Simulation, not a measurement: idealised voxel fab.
The process module that follows is named voxel air gaps.
This is section cut - it's 260 nm across, gridded in 5 nm square cells.
Cross-section format: a grid of square cells, given as bands from top to bottom; each band is one or more rows of cells.
Band entry format. Leading values: height of top, height of bottom, nm. Remainder: materials in left-to-right order, each with its width in nm. Special words: "all across" on a single material, which then fills the band edge to edge; "blank", empty space.
The reference from which all heights are counted is 0, the level beneath which the as-received wafer is entirely one material; the lowest band, having no lower bound, proceeds downward and is written after the example "top 0, no bottom".
The two numbers in a width such as "30..40" mark its ends across the band: the first belongs to the top row of cells, the second to the bottom row, and from each row to the next the width moves by the same amount.
No cell of the cross-section changed in a step that is given as "no modification".
"Enclosed void listing" - sealed voids, min. 8 cells, no opening to top; format: width x height at distance (distance from left edge; nm throughout).
Where a step's line continues beyond its settings, the continuation is a remark by the simulator itself on that step.
Steps that use a mask can have "overlay nm" on their line. It says how far the mask sat to the right of where it was meant to be. Negative means to the left.
[Intended process steps]
1 RECEIVE (material Si)
2 CONFORMAL_DEP (material SiO2; thk nm 10)
3 CONFORMAL_DEP (material SiCN; thk nm 5)
4 DIRECTIONAL_DEP (material lowk; thk nm 35)
5 DIRECTIONAL_DEP (material aC; thk nm 10)
6 PATTERN (tone open; mask id LINES; material resist; width nm 25; pitch nm 55; thk nm 30; overlay nm 0)
7 DIRECTIONAL_ETCH (etch materials aC; depth nm 10)
8 STRIP (etch materials resist)
9 DIRECTIONAL_ETCH (etch materials lowk; depth nm 35)
10 STRIP (etch materials aC)
11 CONFORMAL_DEP (material TiN; thk nm 5)
12 FILL_DEP (material Ru; thk nm 10)
13 CMP (height nm 50)
14 EPI (material Ru; thk nm 10)
15 SELECTIVE_ETCH (etch materials lowk; depth nm 45)
16 CONFORMAL_DEP (material SiCN; thk nm 5)
[Cross-section of the incoming wafer, state after step 1]
> top 0, no bottom  Si all across
> Enclosed void listing: none
[As-planned run: cross-section of the first of two wafers at end of module]
> top 65, bottom 60  20 blank, then 220 SiCN, then 20 blank
> top 60, bottom 50  20 blank, then 5 SiCN, then 45 Ru, then 10 SiCN, then 45 Ru, then 10 SiCN, then 45 Ru, then 10 SiCN, then 45 Ru, then 5 SiCN, then 20 blank
> top 50, bottom 45  20 blank, then 15 SiCN, then 5 TiN, then 15 Ru, then 5 TiN, then 30 SiCN, then 5 TiN, then 15 Ru, then 5 TiN, then 30 SiCN, then 5 TiN, then 15 Ru, then 5 TiN, then 30 SiCN, then 5 TiN, then 15 Ru, then 5 TiN, then 15 SiCN, then 20 blank
> top 45, bottom 20  30 blank, then 5 SiCN, then 5 TiN, then 15 Ru, then 5 TiN, then 5 SiCN, then 20 blank, then 5 SiCN, then 5 TiN, then 15 Ru, then 5 TiN, then 5 SiCN, then 20 blank, then 5 SiCN, then 5 TiN, then 15 Ru, then 5 TiN, then 5 SiCN, then 20 blank, then 5 SiCN, then 5 TiN, then 15 Ru, then 5 TiN, then 5 SiCN, then 30 blank
> top 20, bottom 15  35 SiCN, then 25 TiN, then 30 SiCN, then 25 TiN, then 30 SiCN, then 25 TiN, then 30 SiCN, then 25 TiN, then 35 SiCN
> top 15, bottom 10  SiCN all across
> top 10, bottom 0  SiO2 all across
> top 0, no bottom  Si all across
> Enclosed void listing: 20 x 25 at 65; 20 x 25 at 120; 20 x 25 at 175
[Same start, same plan as the first wafer - but one mistake in the run. Cross-section of the second of the two at the end of the module]
> top 60, bottom 50  25 blank, then 45 Ru, then 10 blank, then 45 Ru, then 10 blank, then 45 Ru, then 10 blank, then 45 Ru, then 25 blank
> top 50, bottom 20  35 blank, then 5 TiN, then 15 Ru, then 5 TiN, then 30 blank, then 5 TiN, then 15 Ru, then 5 TiN, then 30 blank, then 5 TiN, then 15 Ru, then 5 TiN, then 30 blank, then 5 TiN, then 15 Ru, then 5 TiN, then 35 blank
> top 20, bottom 15  35 blank, then 25 TiN, then 30 blank, then 25 TiN, then 30 blank, then 25 TiN, then 30 blank, then 25 TiN, then 35 blank
> top 15, bottom 10  SiCN all across
> top 10, bottom 0  SiO2 all across
> top 0, no bottom  Si all across
> Enclosed void listing: none
So what did we get wrong on this run? execution of step 16 of the plan did not take place, the step having been omitted
It is noted that, at the conclusion of processing, the second wafer exhibits a higher or lower cell count for certain materials relative to the first: SiCN: 156 fewer
Closed voids, final: 3 / 0 (first wafer / second wafer).
